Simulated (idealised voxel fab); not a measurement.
Process module heading - voxel quadruple lines
Pictured: cross-section cut, 290 nm wide, on a grid of 5 nm square cells.
A cross-section is a grid of square cells, given in bands from the top down. A band is one or more rows of cells. Top, bottom (nm), then materials left to right with widths (nm); lone material tagged "edge to edge" fills the whole band edge to edge; "air" = empty space. Ref level 0: as-received wafer is one material below here. Bottom band extends down with no lower bound ("0 nm and below"). Width "30 to 40": first value at the band's top row of cells, second value at its bottom row, equal change from row to row. Step marked "no change"? Then no cell in the cross-section changed in it. Voids not open to the top, 8 cells minimum: see "Unvented cavities". Written width x height at distance; distance is from the left edge; nm. Past the settings on a step's line: simulator remark, on that step. The optional step-line setting "overlay nm" applies to steps with a mask and quantifies how far to the right of its planned location the mask lay, a negative value indicating leftward placement.
[Intended process steps]
1: RECEIVE,material Si
2: CONFORMAL_DEP,material SiO2,thk nm 10
3: DIRECTIONAL_DEP,material TiN,thk nm 15
4: DIRECTIONAL_DEP,material polySi,thk nm 20
5: DIRECTIONAL_DEP,material aC,thk nm 20
6: PATTERN,tone cover,mask id MANDREL,material resist,width nm 35,thk nm 25,overlay nm 0
7: DIRECTIONAL_ETCH,etch materials aC,depth nm 20
8: STRIP,etch materials resist
9: CONFORMAL_DEP,material SiO2,thk nm 15
10: DIRECTIONAL_ETCH,etch materials SiO2,depth nm 15
11: STRIP,etch materials aC
12: DIRECTIONAL_ETCH,etch materials polySi,depth nm 20
13: STRIP,etch materials SiO2
14: CONFORMAL_DEP,material SiN,thk nm 10
15: DIRECTIONAL_ETCH,etch materials SiN,depth nm 10
16: STRIP,etch materials polySi
17: DIRECTIONAL_ETCH,etch materials TiN,depth nm 15
18: STRIP,etch materials SiN
19: FILL_DEP,material lowk,thk nm 10
20: CMP,height nm 25
[Incoming wafer, cross-sectional view, post step 1]
    0 nm and below = Si edge to edge
    Unvented cavities: none
[What the wafer looks like in cross-section after this module, when it starts as shown above and follows the plan above but one mistake is made in running it]
    25 nm to 10 nm = 115 nm lowk / 10 nm TiN / 15 nm lowk / 5 nm TiN / 15 nm lowk / 10 nm TiN / 120 nm lowk
    10 nm to 0 nm = SiO2 edge to edge
    0 nm and below = Si edge to edge
    Unvented cavities: none
The plan and the run diverged here: off-plan run, step 6, actual operation and settings PATTERN,tone open,mask id MANDREL,material resist,width nm 35,thk nm 25,overlay nm 0
